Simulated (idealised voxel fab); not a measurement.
Name of the process module below: voxel ribs on slabs
The width of the displayed cross-section, cut, is 220 nm; its cells are square, with a size of 5 nm.
How to read a cross-section here: the picture is a grid of square cells, written as bands going from the top down, and any band can span one or more rows of cells. The band entry comprises the height of the band's top followed by the height of its bottom, expressed in nm, and subsequently the band's materials from left to right, each stated together with its width in nm. Where a single material is marked with the word "everywhere", that material fills the band from edge to edge. The word "air" represents empty space. Heights are expressed relative to 0, this being the level below which the as-received wafer comprises one material exclusively. The lowest band is unbounded in the downward direction and is denoted as in "from 0 down". You'd read "30->40" like this: the band's top row of cells is as wide as the first number, its bottom row is as wide as the second, and going down, every row changes width by the same amount as the row before did. Basically "nothing was modified" means that step didn't change any cell in the cross-section. This entry, "Sealed-off cavities", enumerates those empty regions of no fewer than 8 cells that possess no open connection to the top. Each region is reported in the form width x height at distance, the distance being taken from the left edge, with all three quantities expressed in nm. Heads up: the bit after the settings on a step's line is the simulator's remark on that step. overlay nm: step with mask; distance mask lay right of planned place; negative value = left of planned place.
### Process steps foreseen in the plan
- 1: RECEIVE with material Si
- 2: DIRECTIONAL_DEP with material SiO2, thk nm 20
- 3: DIRECTIONAL_DEP with material polySi, thk nm 20
- 4: PATTERN with tone cover, mask id RIB, material resist, width nm 20, thk nm 20, overlay nm 0
- 5: DIRECTIONAL_ETCH with etch materials polySi, depth nm 5
- 6: STRIP with etch materials resist
- 7: DIRECTIONAL_DEP with material aC, thk nm 10
- 8: PATTERN with tone cover, mask id SLAB, material resist, width nm 70, thk nm 30, overlay nm 0
- 9: DIRECTIONAL_ETCH with etch materials aC, depth nm 10
- 10: STRIP with etch materials resist
- 11: DIRECTIONAL_ETCH with etch materials polySi, depth nm 15
- 12: STRIP with etch materials aC
- 13: FILL_DEP with material SiO2, thk nm 20
- 14: CMP with height nm 55
- 15: DIRECTIONAL_DEP with material TiN, thk nm 10
- 16: PATTERN with tone cover, mask id HEATER, material resist, width nm 30, thk nm 15, overlay nm 0
- 17: DIRECTIONAL_ETCH with etch materials TiN, depth nm 10
- 18: STRIP with etch materials resist
- 19: CONFORMAL_DEP with material SiN, thk nm 5
### The first of two wafers, run as planned
### Cross-section of the incoming wafer, state after step 1
> from 0 down | Si everywhere
> Sealed-off cavities: none
### Upon completion of step 2, the wafer appears in cross-section as shown
> from 20 to 0 | SiO2 everywhere
> For the remainder of the cross-section, below 0, there is no change.
### Upon completion of step 3, the wafer appears in cross-section as shown
> from 40 to 20 | polySi everywhere
> For the remainder of the cross-section, below 20, there is no change.
### Upon completion of step 4, the wafer appears in cross-section as shown
> from 60 to 40 | 100 nm air, 20 nm resist, 100 nm air
> For the remainder of the cross-section, below 40, there is no change.
### Upon completion of step 5, the wafer appears in cross-section as shown
> from 60 to 40 | 100 nm air, 20 nm resist, 100 nm air
> from 40 to 35 | 100 nm air, 20 nm polySi, 100 nm air
> For the remainder of the cross-section, below 35, there is no change.
### Upon completion of step 6, the wafer appears in cross-section as shown
> from 40 to 35 | 100 nm air, 20 nm polySi, 100 nm air
> For the remainder of the cross-section, below 35, there is no change.
### Upon completion of step 7, the wafer appears in cross-section as shown
> from 50 to 45 | 100 nm air, 20 nm aC, 100 nm air
> from 45 to 40 | aC everywhere
> from 40 to 35 | 100 nm aC, 20 nm polySi, 100 nm aC
> For the remainder of the cross-section, below 35, there is no change.
### Upon completion of step 8, the wafer appears in cross-section as shown
> from 80 to 50 | 75 nm air, 70 nm resist, 75 nm air
> from 50 to 45 | 75 nm air, 25 nm resist, 20 nm aC, 25 nm resist, 75 nm air
> For the remainder of the cross-section, below 45, there is no change.
### Upon completion of step 9, the wafer appears in cross-section as shown
> from 70 to 50 | 75 nm air, 70 nm resist, 75 nm air
> from 50 to 45 | 75 nm air, 25 nm resist, 20 nm aC, 25 nm resist, 75 nm air
> from 45 to 40 | 75 nm air, 70 nm aC, 75 nm air
> from 40 to 35 | 75 nm air, 25 nm aC, 20 nm polySi, 25 nm aC, 75 nm air
> For the remainder of the cross-section, below 35, there is no change.
### Upon completion of step 10, the wafer appears in cross-section as shown
> from 50 to 40 | 100->75 nm air, 20->70 nm aC, 100->75 nm air
> For the remainder of the cross-section, below 40, there is no change.
### Upon completion of step 11, the wafer appears in cross-section as shown
> from 50 to 40 | 100->75 nm air, 20->70 nm aC, 100->75 nm air
> from 40 to 35 | 75 nm air, 25 nm aC, 20 nm polySi, 25 nm aC, 75 nm air
> from 35 to 20 | 75 nm air, 70 nm polySi, 75 nm air
> For the remainder of the cross-section, below 20, there is no change.
### Upon completion of step 12, the wafer appears in cross-section as shown
> from 40 to 35 | 100 nm air, 20 nm polySi, 100 nm air
> For the remainder of the cross-section, below 35, there is no change.
### Upon completion of step 13, the wafer appears in cross-section as shown
> from 60 to 40 | SiO2 everywhere
> from 40 to 35 | 100 nm SiO2, 20 nm polySi, 100 nm SiO2
> from 35 to 20 | 75 nm SiO2, 70 nm polySi, 75 nm SiO2
> For the remainder of the cross-section, below 20, there is no change.
### Upon completion of step 14, the wafer appears in cross-section as shown
> from 55 to 40 | SiO2 everywhere
> For the remainder of the cross-section, below 40, there is no change.
### Upon completion of step 15, the wafer appears in cross-section as shown
> from 65 to 55 | TiN everywhere
> For the remainder of the cross-section, below 55, there is no change.
### Upon completion of step 16, the wafer appears in cross-section as shown
> from 80 to 65 | 95 nm air, 30 nm resist, 95 nm air
> For the remainder of the cross-section, below 65, there is no change.
### Upon completion of step 17, the wafer appears in cross-section as shown
> from 80 to 65 | 95 nm air, 30 nm resist, 95 nm air
> from 65 to 55 | 95 nm air, 30 nm TiN, 95 nm air
> For the remainder of the cross-section, below 55, there is no change.
### Upon completion of step 18, the wafer appears in cross-section as shown
> from 65 to 55 | 95 nm air, 30 nm TiN, 95 nm air
> For the remainder of the cross-section, below 55, there is no change.
### Upon completion of step 19, the wafer appears in cross-section as shown
> from 70 to 65 | 90 nm air, 40 nm SiN, 90 nm air
> from 65 to 60 | 90 nm air, 5 nm SiN, 30 nm TiN, 5 nm SiN, 90 nm air
> from 60 to 55 | 95 nm SiN, 30 nm TiN, 95 nm SiN
> For the remainder of the cross-section, below 55, there is no change.
### It is to be noted that the second wafer proceeded from the same initial state and according to the same plan as the first, although one mistake was committed in its execution; through step 7, inclusive, the two wafers share an identical history
### Second wafer shown in cross-section at the time step 8 was slated to end
> from 80 to 50 | 75 nm resist, 70 nm air, 75 nm resist
> from 50 to 45 | 75 nm resist, 25 nm air, 20 nm aC, 25 nm air, 75 nm resist
> For the remainder of the cross-section, below 45, there is no change.
### Second wafer shown in cross-section at the time step 9 was slated to end
> from 70 to 45 | 75 nm resist, 70 nm air, 75 nm resist
> from 45 to 40 | 75 nm aC, 70 nm air, 75 nm aC
> from 40 to 35 | 75 nm aC, 25 nm air, 20 nm polySi, 25 nm air, 75 nm aC
> For the remainder of the cross-section, below 35, there is no change.
### Second wafer shown in cross-section at the time step 10 was slated to end
> from 45 to 40 | 75 nm aC, 70 nm air, 75 nm aC
> For the remainder of the cross-section, below 40, there is no change.
### Second wafer shown in cross-section at the time step 11 was slated to end
> from 45 to 35 | 75 nm aC, 70 nm air, 75 nm aC
> from 35 to 25 | 75 nm polySi, 70 nm air, 75 nm polySi
> from 25 to 20 | 75 nm polySi, 25 nm air, 20 nm polySi, 25 nm air, 75 nm polySi
> For the remainder of the cross-section, below 20, there is no change.
### Second wafer shown in cross-section at the time step 12 was slated to end
> from 35 to 25 | 75 nm polySi, 70 nm air, 75 nm polySi
> For the remainder of the cross-section, below 25, there is no change.
### Second wafer shown in cross-section at the time step 13 was slated to end
> from 55 to 35 | SiO2 everywhere
> from 35 to 25 | 75 nm polySi, 70 nm SiO2, 75 nm polySi
> from 25 to 20 | 75 nm polySi, 25 nm SiO2, 20 nm polySi, 25 nm SiO2, 75 nm polySi
> For the remainder of the cross-section, below 20, there is no change.
Second wafer shown in cross-section at the time step 14 was slated to end: nothing was modified
### Second wafer shown in cross-section at the time step 15 was slated to end
> from 65 to 55 | TiN everywhere
> For the remainder of the cross-section, below 55, there is no change.
### Second wafer shown in cross-section at the time step 16 was slated to end
> from 80 to 65 | 95 nm air, 30 nm resist, 95 nm air
> For the remainder of the cross-section, below 65, there is no change.
### Second wafer shown in cross-section at the time step 17 was slated to end
> from 80 to 65 | 95 nm air, 30 nm resist, 95 nm air
> from 65 to 55 | 95 nm air, 30 nm TiN, 95 nm air
> For the remainder of the cross-section, below 55, there is no change.
### Second wafer shown in cross-section at the time step 18 was slated to end
> from 65 to 55 | 95 nm air, 30 nm TiN, 95 nm air
> For the remainder of the cross-section, below 55, there is no change.
### Second wafer shown in cross-section at the time step 19 was slated to end
> from 70 to 65 | 90 nm air, 40 nm SiN, 90 nm air
> from 65 to 60 | 90 nm air, 5 nm SiN, 30 nm TiN, 5 nm SiN, 90 nm air
> from 60 to 55 | 95 nm SiN, 30 nm TiN, 95 nm SiN
> For the remainder of the cross-section, below 55, there is no change.
Here's what went sideways: off-plan run, step 8, actual operation and settings PATTERN with tone open, mask id SLAB, material resist, width nm 70, thk nm 30, overlay nm 0
Final difference in cells, second wafer against first, listed per material as more or fewer: SiO2: 48 fewer, polySi: 48 more
